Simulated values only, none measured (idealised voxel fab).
Process module in this document: voxel air gaps
This is section cut - it's 265 nm across, gridded in 5 nm square cells.
How to read a cross-section here: the picture is a grid of square cells, written as bands going from the top down, and any band can span one or more rows of cells.
This entry defines a band. It first specifies the height of the band's top and the height of its bottom in nm, and then specifies the band's materials from left to right, stating each material with its width in nm. The word "throughout" identifies a single material that fills the band from edge to edge, while the word "blank" identifies empty space.
Height reference: 0 = level under which incoming wafer is all one material. Lowest band: no bottom, runs on downward, e.g. "0 and below".
You'd read "30->40" like this: the band's top row of cells is as wide as the first number, its bottom row is as wide as the second, and going down, every row changes width by the same amount as the row before did.
Where a step carries "stayed the same", the cross-section came out of it unchanged, cell for cell.
If an empty space has no open way to the top and is at least 8 cells in size, "Enclosed void listing" lists it, written width x height at distance, where distance is measured from the left edge and every value is in nm.
That trailing text on a step's line, after the settings, is the simulator's own remark on the step.
overlay nm: on a step with a mask, how far right of its planned place the mask lay; negative means left.
Planned process steps
1 RECEIVE, material Si
2 CONFORMAL_DEP, material SiO2, thk nm 15
3 CONFORMAL_DEP, material SiN, thk nm 5
4 DIRECTIONAL_DEP, material SiO2, thk nm 40
5 DIRECTIONAL_DEP, material aC, thk nm 15
6 PATTERN, tone open, mask id LINES, material resist, width nm 25, pitch nm 55, thk nm 35, overlay nm 0
7 DIRECTIONAL_ETCH, etch materials aC, depth nm 15
8 STRIP, etch materials resist
9 DIRECTIONAL_ETCH, etch materials SiO2, depth nm 40
10 STRIP, etch materials aC
11 CONFORMAL_DEP, material TiN, thk nm 5
12 FILL_DEP, material W, thk nm 10
13 CMP, height nm 60
14 EPI, material Ru, thk nm 10
15 SELECTIVE_ETCH, etch materials SiO2, depth nm 50
16 CONFORMAL_DEP, material SiCN, thk nm 5
It is noted that the wafers described herein are identical at the outset and are distinguished by the thk nm of step 11; the value stated in the plan corresponds to the first wafer.
Here's the first of the wafers in cross-section, just as we got it, i.e. after step 1
* 0 and below  Si throughout
* Enclosed void listing: none
Once step 16, the last step, is complete, the module is at its end; this is the cross-section of the first of several wafers
* 75 down to 70  20 blank / 220 SiCN / 25 blank
* 70 down to 60  20 blank / 5 SiCN / 45 Ru / 10 SiCN / 45 Ru / 10 SiCN / 45 Ru / 10 SiCN / 45 Ru / 5 SiCN / 25 blank
* 60 down to 55  20 blank / 15 SiCN / 5 TiN / 15 W / 5 TiN / 30 SiCN / 5 TiN / 15 W / 5 TiN / 30 SiCN / 5 TiN / 15 W / 5 TiN / 30 SiCN / 5 TiN / 15 W / 5 TiN / 15 SiCN / 25 blank
* 55 down to 25  30 blank / 5 SiCN / 5 TiN / 15 W / 5 TiN / 5 SiCN / 20 blank / 5 SiCN / 5 TiN / 15 W / 5 TiN / 5 SiCN / 20 blank / 5 SiCN / 5 TiN / 15 W / 5 TiN / 5 SiCN / 20 blank / 5 SiCN / 5 TiN / 15 W / 5 TiN / 5 SiCN / 35 blank
* 25 down to 20  35 SiCN / 25 TiN / 30 SiCN / 25 TiN / 30 SiCN / 25 TiN / 30 SiCN / 25 TiN / 40 SiCN
* 20 down to 15  SiN throughout
* 15 down to 0  SiO2 throughout
* 0 and below  Si throughout
* Enclosed void listing: 20 x 30 at 65; 20 x 30 at 120; 20 x 30 at 175
Last wafer of the set, cross-sectioned at end of module
* 75 down to 70  20 blank / 220 SiCN / 25 blank
* 70 down to 60  20 blank / 5 SiCN / 45 Ru / 10 SiCN / 45 Ru / 10 SiCN / 45 Ru / 10 SiCN / 45 Ru / 5 SiCN / 25 blank
* 60 down to 55  20 blank / 15 SiCN / 25 TiN / 30 SiCN / 25 TiN / 30 SiCN / 25 TiN / 30 SiCN / 25 TiN / 15 SiCN / 25 blank
* 55 down to 25  30 blank / 5 SiCN / 25 TiN / 5 SiCN / 20 blank / 5 SiCN / 25 TiN / 5 SiCN / 20 blank / 5 SiCN / 25 TiN / 5 SiCN / 20 blank / 5 SiCN / 25 TiN / 5 SiCN / 35 blank
* 25 down to 20  35 SiCN / 25 TiN / 30 SiCN / 25 TiN / 30 SiCN / 25 TiN / 30 SiCN / 25 TiN / 40 SiCN
* 20 down to 15  SiN throughout
* 15 down to 0  SiO2 throughout
* 0 and below  Si throughout
* Enclosed void listing: 20 x 30 at 65; 20 x 30 at 120; 20 x 30 at 175
Gained (+) or lost (-) cells of each material since receipt, then closed voids: one row per wafer, at the end of the module
thk nm 5 | +72 Ru | +165 SiCN | +53 SiN | +159 SiO2 | +76 TiN | +84 W | Enclosed void listing: 20 x 30 at 65; 20 x 30 at 120; 20 x 30 at 175
thk nm 10 | +72 Ru | +165 SiCN | +53 SiN | +159 SiO2 | +136 TiN | +24 W | Enclosed void listing: 20 x 30 at 65; 20 x 30 at 120; 20 x 30 at 175
thk nm 15 | +72 Ru | +165 SiCN | +53 SiN | +159 SiO2 | +160 TiN | Enclosed void listing: 20 x 30 at 65; 20 x 30 at 120; 20 x 30 at 175
thk nm 20 | +72 Ru | +165 SiCN | +53 SiN | +159 SiO2 | +160 TiN | Enclosed void listing: 20 x 30 at 65; 20 x 30 at 120; 20 x 30 at 175
